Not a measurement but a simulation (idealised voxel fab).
process module | voxel wiring stack
cross-section cut | 160 nm wide | cells 5 nm
A cross-section is a grid of square cells, given in bands from the top down. A band is one or more rows of cells.
Each band's line starts with the height of the band's top and of its bottom, in nm. Then come its materials from left to right, each with its width in nm. One material with "throughout" fills the band from edge to edge. "air" is empty space.
Height 0 is the level under which the wafer as received is all one material. The lowest band goes on downwards, as in "0 down".
A width such as "30 to 40" changes by the same amount from each row of cells to the next, from the band's top row to its bottom row.
"no change" after a step means that no cell of the cross-section changed.
closed voids: empty space of 8 cells or more with no open way to the top, each as width x height at its distance from the left edge, in nm
after a step's settings: what the simulator itself notes on the step
overlay nm, on a step with a mask: how far to the right of its planned place the mask lay; to the left if negative
plan
1 op RECEIVE | material Si
2 op CONFORMAL_DEP | material SiO2 | thk nm 15
3 op DIRECTIONAL_DEP | material TiN | thk nm 5
4 op DIRECTIONAL_DEP | material W | thk nm 20
5 op MASKED_ETCH | tone cover | mask id METAL_1 | width nm 20 | pitch nm 50 | etch materials W | depth nm 20 | overlay nm 0
6 op MASKED_ETCH | tone cover | mask id METAL_1 | width nm 20 | pitch nm 50 | etch materials TiN | depth nm 5 | overlay nm 0
7 op FILL_DEP | material SiO2 | thk nm 10
8 op CMP | height nm 40
9 op CONFORMAL_DEP | material SiCN | thk nm 5
10 op DIRECTIONAL_DEP | material SiO2 | thk nm 20
11 op DIRECTIONAL_DEP | material aC | thk nm 15
12 op PATTERN | tone open | mask id PLUG_1 | material resist | width nm 15 | pitch nm 50 | thk nm 35 | overlay nm 0
13 op DIRECTIONAL_ETCH | etch materials aC | depth nm 15
14 op STRIP | etch materials resist
15 op DIRECTIONAL_ETCH | etch materials SiO2 | depth nm 20
16 op DIRECTIONAL_ETCH | etch materials SiCN | depth nm 5
17 op STRIP | etch materials aC
18 op EPI | material Ru | thk nm 10
19 op EPI | material Ru | thk nm 10
20 op EPI | material Ru | thk nm 5
21 op DIRECTIONAL_DEP | material TiN | thk nm 5
22 op DIRECTIONAL_DEP | material Ru | thk nm 25
23 op PATTERN | tone cover | mask id METAL_2 | material resist | width nm 20 | pitch nm 50 | thk nm 15 | overlay nm 0
24 op DIRECTIONAL_ETCH | etch materials Ru | depth nm 25
25 op DIRECTIONAL_ETCH | etch materials TiN | depth nm 5
26 op STRIP | etch materials resist
27 op FILL_DEP | material SiO2 | thk nm 10
28 op CMP | height nm 95
29 op CONFORMAL_DEP | material SiCN | thk nm 5
first wafer, as planned
as received, after step 1
  0 down: Si throughout
  closed voids: none
after step 2
  15 to 0: SiO2 throughout
  below 0: unchanged
after step 3
  20 to 15: TiN throughout
  below 15: unchanged
after step 4
  40 to 20: W throughout
  below 20: unchanged
after step 5
  40 to 20: air 20 | W 20 | air 30 | W 20 | air 30 | W 20 | air 20
  below 20: unchanged
after step 6
  40 to 20: air 20 | W 20 | air 30 | W 20 | air 30 | W 20 | air 20
  20 to 15: air 20 | TiN 20 | air 30 | TiN 20 | air 30 | TiN 20 | air 20
  below 15: unchanged
after step 7
  50 to 40: SiO2 throughout
  40 to 20: SiO2 20 | W 20 | SiO2 30 | W 20 | SiO2 30 | W 20 | SiO2 20
  20 to 15: SiO2 20 | TiN 20 | SiO2 30 | TiN 20 | SiO2 30 | TiN 20 | SiO2 20
  below 15: unchanged
after step 8
  40 to 20: SiO2 20 | W 20 | SiO2 30 | W 20 | SiO2 30 | W 20 | SiO2 20
  below 20: unchanged
after step 9
  45 to 40: SiCN throughout
  below 40: unchanged
after step 10
  65 to 45: SiO2 throughout
  below 45: unchanged
after step 11
  80 to 65: aC throughout
  below 65: unchanged
after step 12
  115 to 80: resist 20 | air 15 | resist 35 | air 15 | resist 35 | air 15 | resist 25
  below 80: unchanged
after step 13
  100 to 80: resist 20 | air 15 | resist 35 | air 15 | resist 35 | air 15 | resist 25
  80 to 65: aC 20 | air 15 | aC 35 | air 15 | aC 35 | air 15 | aC 25
  below 65: unchanged
after step 14
  80 to 65: aC 20 | air 15 | aC 35 | air 15 | aC 35 | air 15 | aC 25
  below 65: unchanged
after step 15
  80 to 65: aC 20 | air 15 | aC 35 | air 15 | aC 35 | air 15 | aC 25
  65 to 45: SiO2 20 | air 15 | SiO2 35 | air 15 | SiO2 35 | air 15 | SiO2 25
  below 45: unchanged
after step 16
  80 to 65: aC 20 | air 15 | aC 35 | air 15 | aC 35 | air 15 | aC 25
  65 to 45: SiO2 20 | air 15 | SiO2 35 | air 15 | SiO2 35 | air 15 | SiO2 25
  45 to 40: SiCN 20 | air 15 | SiCN 35 | air 15 | SiCN 35 | air 15 | SiCN 25
  below 40: unchanged
after step 17
  65 to 45: SiO2 20 | air 15 | SiO2 35 | air 15 | SiO2 35 | air 15 | SiO2 25
  below 45: unchanged
after step 18
  65 to 50: SiO2 20 | air 15 | SiO2 35 | air 15 | SiO2 35 | air 15 | SiO2 25
  50 to 45: SiO2 20 | Ru 15 | SiO2 35 | Ru 15 | SiO2 35 | Ru 15 | SiO2 25
  45 to 40: SiCN 20 | Ru 15 | SiCN 35 | Ru 15 | SiCN 35 | Ru 15 | SiCN 25
  below 40: unchanged
after step 19
  65 to 60: SiO2 20 | air 15 | SiO2 35 | air 15 | SiO2 35 | air 15 | SiO2 25
  60 to 45: SiO2 20 | Ru 15 | SiO2 35 | Ru 15 | SiO2 35 | Ru 15 | SiO2 25
  below 45: unchanged
after step 20
  65 to 45: SiO2 20 | Ru 15 | SiO2 35 | Ru 15 | SiO2 35 | Ru 15 | SiO2 25
  below 45: unchanged
after step 21
  70 to 65: TiN throughout
  below 65: unchanged
after step 22
  95 to 70: Ru throughout
  below 70: unchanged
after step 23
  110 to 95: air 20 | resist 20 | air 30 | resist 20 | air 30 | resist 20 | air 20
  below 95: unchanged
after step 24
  110 to 95: air 20 | resist 20 | air 30 | resist 20 | air 30 | resist 20 | air 20
  95 to 70: air 20 | Ru 20 | air 30 | Ru 20 | air 30 | Ru 20 | air 20
  below 70: unchanged
after step 25
  110 to 95: air 20 | resist 20 | air 30 | resist 20 | air 30 | resist 20 | air 20
  95 to 70: air 20 | Ru 20 | air 30 | Ru 20 | air 30 | Ru 20 | air 20
  70 to 65: air 20 | TiN 20 | air 30 | TiN 20 | air 30 | TiN 20 | air 20
  below 65: unchanged
after step 26
  95 to 70: air 20 | Ru 20 | air 30 | Ru 20 | air 30 | Ru 20 | air 20
  below 70: unchanged
after step 27
  105 to 95: SiO2 throughout
  95 to 70: SiO2 20 | Ru 20 | SiO2 30 | Ru 20 | SiO2 30 | Ru 20 | SiO2 20
  70 to 65: SiO2 20 | TiN 20 | SiO2 30 | TiN 20 | SiO2 30 | TiN 20 | SiO2 20
  below 65: unchanged
after step 28
  95 to 70: SiO2 20 | Ru 20 | SiO2 30 | Ru 20 | SiO2 30 | Ru 20 | SiO2 20
  below 70: unchanged
after step 29
  100 to 95: SiCN throughout
  below 95: unchanged
second wafer: like start, like plan, one mistake. Through step 17 it matches the first wafer
when step 19 should have ended
  70 to 65: air 15 | Ru 25 | air 25 | Ru 25 | air 25 | Ru 25 | air 20
  65 to 45: SiO2 20 | Ru 15 | SiO2 35 | Ru 15 | SiO2 35 | Ru 15 | SiO2 25
  45 to 40: SiCN 20 | Ru 15 | SiCN 35 | Ru 15 | SiCN 35 | Ru 15 | SiCN 25
  below 40: unchanged
when step 20 should have ended
  75 to 65: air 10 | Ru 35 | air 15 | Ru 35 | air 15 | Ru 35 | air 15
  below 65: unchanged
when step 21 should have ended
  80 to 75: air 10 | TiN 35 | air 15 | TiN 35 | air 15 | TiN 35 | air 15
  75 to 70: air 10 | Ru 35 | air 15 | Ru 35 | air 15 | Ru 35 | air 15
  70 to 65: TiN 10 | Ru 35 | TiN 15 | Ru 35 | TiN 15 | Ru 35 | TiN 15
  below 65: unchanged
when step 22 should have ended
  105 to 95: air 10 | Ru 35 | air 15 | Ru 35 | air 15 | Ru 35 | air 15
  95 to 80: Ru throughout
  80 to 75: Ru 10 | TiN 35 | Ru 15 | TiN 35 | Ru 15 | TiN 35 | Ru 15
  75 to 70: Ru throughout
  below 70: unchanged
when step 23 should have ended
  120 to 105: air 20 | resist 20 | air 30 | resist 20 | air 30 | resist 20 | air 20
  below 105: unchanged
when step 24 should have ended
  120 to 105: air 20 | resist 20 | air 30 | resist 20 | air 30 | resist 20 | air 20
  105 to 80: air 20 | Ru 20 | air 30 | Ru 20 | air 30 | Ru 20 | air 20
  80 to 75: air 10 | TiN 35 | air 15 | TiN 35 | air 15 | TiN 35 | air 15
  75 to 70: air 10 | Ru 35 | air 15 | Ru 35 | air 15 | Ru 35 | air 15
  below 70: unchanged
when step 25 should have ended
  120 to 105: air 20 | resist 20 | air 30 | resist 20 | air 30 | resist 20 | air 20
  105 to 80: air 20 | Ru 20 | air 30 | Ru 20 | air 30 | Ru 20 | air 20
  80 to 75: air 20 | TiN 20 | air 30 | TiN 20 | air 30 | TiN 20 | air 20
  75 to 65: air 10 | Ru 35 | air 15 | Ru 35 | air 15 | Ru 35 | air 15
  below 65: unchanged
when step 26 should have ended
  105 to 80: air 20 | Ru 20 | air 30 | Ru 20 | air 30 | Ru 20 | air 20
  below 80: unchanged
when step 27 should have ended
  115 to 105: SiO2 throughout
  105 to 80: SiO2 20 | Ru 20 | SiO2 30 | Ru 20 | SiO2 30 | Ru 20 | SiO2 20
  80 to 75: SiO2 20 | TiN 20 | SiO2 30 | TiN 20 | SiO2 30 | TiN 20 | SiO2 20
  75 to 65: SiO2 10 | Ru 35 | SiO2 15 | Ru 35 | SiO2 15 | Ru 35 | SiO2 15
  below 65: unchanged
when step 28 should have ended
  95 to 80: SiO2 20 | Ru 20 | SiO2 30 | Ru 20 | SiO2 30 | Ru 20 | SiO2 20
  below 80: unchanged
when step 29 should have ended
  100 to 95: SiCN throughout
  below 95: unchanged
what went wrong: one of the steps 18 and 19, which are alike, was run twice
at the end the second wafer has, in cells: 18 more of Ru | 18 fewer of SiO2
